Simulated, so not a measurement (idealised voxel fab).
process module | voxel capacitor over wiring
cross-section cut | 215 nm wide | cells 5 nm
A cross-section is a grid of square cells, given in bands from the top down. A band is one or more rows of cells.
Each band's line starts with the height of the band's top and of its bottom, in nm. Then come its materials from left to right, each with its width in nm. One material with "throughout" fills the band from edge to edge. "air" is empty space.
Height 0 is the level under which the wafer as received is all one material. The lowest band goes on downwards, as in "0 down".
A width such as "30 to 40" changes by the same amount from each row of cells to the next, from the band's top row to its bottom row.
"no change" after a step means that no cell of the cross-section changed.
closed voids: empty space of 8 cells or more with no open way to the top, each as width x height at its distance from the left edge, in nm
after a step's settings: what the simulator itself notes on the step
overlay nm, on a step with a mask: how far to the right of its planned place the mask lay; to the left if negative
plan
1 op RECEIVE | material Si
2 op CONFORMAL_DEP | material SiO2 | thk nm 15
3 op CONFORMAL_DEP | material SiN | thk nm 5
4 op DIRECTIONAL_DEP | material lowk | thk nm 20
5 op MASKED_ETCH | tone open | mask id METAL_1 | width nm 25 | pitch nm 95 | etch materials lowk | depth nm 20 | overlay nm 0
6 op MASKED_ETCH | tone open | mask id METAL_1 | width nm 25 | pitch nm 95 | etch materials SiN | depth nm 5 | overlay nm 0
7 op CONFORMAL_DEP | material TiN | thk nm 5
8 op FILL_DEP | material W | thk nm 5
9 op CMP | height nm 40
10 op EPI | material Ru | thk nm 5
11 op FILL_DEP | material SiCN | thk nm 5
12 op DIRECTIONAL_DEP | material SiO2 | thk nm 5
13 op PATTERN | tone open | mask id PLUG_1 | material resist | width nm 15 | thk nm 15 | overlay nm 0
14 op DIRECTIONAL_ETCH | etch materials SiO2 | depth nm 10
15 op DIRECTIONAL_ETCH | etch materials SiCN | depth nm 5
16 op STRIP | etch materials resist
17 op CONFORMAL_DEP | material TiN | thk nm 5
18 op FILL_DEP | material Ru | thk nm 5
19 op CMP | height nm 60
20 op DIRECTIONAL_DEP | material TiN | thk nm 10
21 op DIRECTIONAL_DEP | material HfO2 | thk nm 5
22 op DIRECTIONAL_DEP | material TiN | thk nm 10
23 op DIRECTIONAL_DEP | material aC | thk nm 10
24 op PATTERN | tone cover | mask id UPPER_PLATE | material resist | width nm 75 | thk nm 25 | overlay nm 0
25 op DIRECTIONAL_ETCH | etch materials aC | depth nm 10
26 op STRIP | etch materials resist
27 op DIRECTIONAL_ETCH | etch materials TiN | depth nm 10
28 op DIRECTIONAL_ETCH | etch materials HfO2 | depth nm 5
29 op STRIP | etch materials aC
30 op MASKED_ETCH | tone cover | mask id LOWER_PLATE | width nm 85 | etch materials TiN | depth nm 10 | overlay nm 0
31 op FILL_DEP | material SiO2 | thk nm 20
32 op CMP | height nm 100
33 op PATTERN | tone open | mask id PLUG_2 | material resist | width nm 15 | thk nm 20 | overlay nm 0
34 op DIRECTIONAL_ETCH | etch materials SiO2 | depth nm 15
35 op STRIP | etch materials resist
36 op CONFORMAL_DEP | material TiN | thk nm 5
37 op FILL_DEP | material Ru | thk nm 5
38 op CMP | height nm 100
39 op CONFORMAL_DEP | material SiN | thk nm 5
varied across the wafers: thk nm of step 12. The plan shows the first wafer's value. All wafers start alike
first wafer as received, after step 1
  0 down: Si throughout
  closed voids: none
first wafer at the end, after step 39
  105 to 100: SiN throughout
  100 to 90: SiO2 65 | TiN 5 | Ru 5 | TiN 5 | SiO2 135
  90 to 85: SiO2 65 | TiN 15 | SiO2 135
  85 to 75: SiO2 55 | TiN 75 | SiO2 85
  75 to 70: SiO2 55 | HfO2 75 | SiO2 85
  70 to 60: SiO2 50 | TiN 85 | SiO2 80
  60 to 55: TiN 60 | Ru 5 | TiN 150
  55 to 50: SiO2 55 | TiN 5 | Ru 5 | TiN 5 | SiO2 145
  50 to 45: SiCN 55 | TiN 15 | SiCN 145
  45 to 40: SiCN 40 | Ru 35 | SiCN 60 | Ru 35 | SiCN 45
  40 to 20: lowk 45 | TiN 5 | W 15 | TiN 5 | lowk 70 | TiN 5 | W 15 | TiN 5 | lowk 50
  20 to 15: SiN 45 | TiN 25 | SiN 70 | TiN 25 | SiN 50
  15 to 0: SiO2 throughout
  0 down: Si throughout
  closed voids: none
last wafer at the end
  105 to 100: SiN throughout
  100 to 90: SiO2 65 | TiN 5 | Ru 5 | TiN 5 | SiO2 135
  90 to 85: SiO2 65 | TiN 15 | SiO2 135
  85 to 75: SiO2 55 | TiN 75 | SiO2 85
  75 to 70: SiO2 55 | HfO2 75 | SiO2 85
  70 to 60: SiO2 50 | TiN 85 | SiO2 80
  60 to 50: SiO2 throughout
  50 to 45: SiCN throughout
  45 to 40: SiCN 40 | Ru 35 | SiCN 60 | Ru 35 | SiCN 45
  40 to 20: lowk 45 | TiN 5 | W 15 | TiN 5 | lowk 70 | TiN 5 | W 15 | TiN 5 | lowk 50
  20 to 15: SiN 45 | TiN 25 | SiN 70 | TiN 25 | SiN 50
  15 to 0: SiO2 throughout
  0 down: Si throughout
  closed voids: none
each wafer at the end: cells of each material gained (+) or lost (-) since it was received, then its closed voids
thk nm 5 | +15 HfO2 | +18 Ru | +69 SiCN | +76 SiN | +425 SiO2 | +144 TiN | +24 W | +132 lowk | closed voids: none
thk nm 10 | +15 HfO2 | +18 Ru | +69 SiCN | +76 SiN | +465 SiO2 | +104 TiN | +24 W | +132 lowk | closed voids: none
thk nm 15 | +15 HfO2 | +16 Ru | +72 SiCN | +76 SiN | +468 SiO2 | +100 TiN | +24 W | +132 lowk | closed voids: none
thk nm 20 | +15 HfO2 | +16 Ru | +72 SiCN | +76 SiN | +471 SiO2 | +97 TiN | +24 W | +132 lowk | closed voids: none
thk nm 25 | +15 HfO2 | +16 Ru | +72 SiCN | +76 SiN | +471 SiO2 | +97 TiN | +24 W | +132 lowk | closed voids: none
